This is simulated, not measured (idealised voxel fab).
The process module presented herein is designated voxel gate over fins.
Each square cell in cross-section cut measures 5 nm, and the section as a whole is 165 nm wide.
When this document writes out a cross-section, it uses a grid of square cells and lists it as bands, beginning at the top and moving down, with a band standing for one or more rows of cells. The band entry comprises the height of the band's top followed by the height of its bottom, expressed in nm, and subsequently the band's materials from left to right, each stated together with its width in nm. Where a single material is marked with the word "edge to edge", that material fills the band from edge to edge. The word "empty" represents empty space. Basically, 0 is our baseline, since under it the wafer straight out of the box is all one material. The bottom band has no lower end and keeps on going down, so it looks like "top 0, no bottom". Note: "30..40" means the width goes from the first number (top row of the band) to the second number (bottom row) in equal steps per row of cells. Any step labelled "no alteration" changed none of the cells in the cross-section. Reported under the label "Closed void register" are the empty spaces having no open way to the top and comprising 8 cells or more; the notation for each is width x height at distance, in which the distance is measured from the left edge and all three values are in nm. What comes after the settings on a step's line is commentary from the simulator itself on that step. "overlay nm" on a masked step: distance the mask lay right of its planned place, negative for left.

-- This section lists the process steps that were planned
| 1 | RECEIVE with material Si |
| 2 | CONFORMAL_DEP with material SiN, thk nm 5 |
| 3 | MASKED_ETCH with tone cover, mask id FINS, width nm 15, pitch nm 45, etch materials SiN, depth nm 5, overlay nm 0 |
| 4 | MASKED_ETCH with tone cover, mask id FINS, width nm 15, pitch nm 45, etch materials Si, depth nm 30, overlay nm 0 |
| 5 | OXIDIZE with depth nm 5 |
| 6 | FILL_DEP with material SiO2, thk nm 10 |
| 7 | CMP with height nm 5 |
| 8 | SELECTIVE_ETCH with etch materials SiO2, depth nm 20 |
| 9 | STRIP with etch materials SiN |
| 10 | CONFORMAL_DEP with material HfO2, thk nm 5 |
| 11 | CONFORMAL_DEP with material TiN, thk nm 5 |
| 12 | FILL_DEP with material W, thk nm 15 |
| 13 | CMP with height nm 20 |
| 14 | CONFORMAL_DEP with material SiN, thk nm 10 |

-- Cross-section of the wafer upon arrival, representing the state reached after step 1
* top 0, no bottom: Si edge to edge
* Closed void register: none

-- Starting wafer: above. Plan: above. Run: one mistake. Cross-section after the module: below
* top 30, bottom 20: SiN edge to edge
* top 20, bottom 10: W edge to edge
* top 10, bottom 5: W: 15, TiN: 25, W: 20, TiN: 25, W: 20, TiN: 25, W: 35
* top 5, bottom 0: W: 15, TiN: 5, HfO2: 15, TiN: 15, W: 10, TiN: 5, HfO2: 15, TiN: 15, W: 10, TiN: 5, HfO2: 15, TiN: 15, W: 25
* top 0, bottom -5: W: 15, TiN: 5, HfO2: 5, Si: 5, HfO2: 15, TiN: 5, W: 10, TiN: 5, HfO2: 5, Si: 5, HfO2: 15, TiN: 5, W: 10, TiN: 5, HfO2: 5, Si: 5, HfO2: 15, TiN: 5, W: 25
* top -5, bottom -10: TiN: 20, HfO2: 5, Si: 15, HfO2: 5, TiN: 20, HfO2: 5, Si: 15, HfO2: 5, TiN: 20, HfO2: 5, Si: 15, HfO2: 5, TiN: 30
* top -10, bottom -15: HfO2: 25, Si: 15, HfO2: 30, Si: 15, HfO2: 30, Si: 15, HfO2: 35
* top -15, bottom -35: SiO2: 25, Si: 15, SiO2: 30, Si: 15, SiO2: 30, Si: 15, SiO2: 35
* top -35, no bottom: Si edge to edge
* Closed void register: none
Want to know what went wrong? step 3 off recipe, ran as MASKED_ETCH with tone cover, mask id FINS, width nm 15, pitch nm 45, etch materials SiN, depth nm 5, overlay nm -10
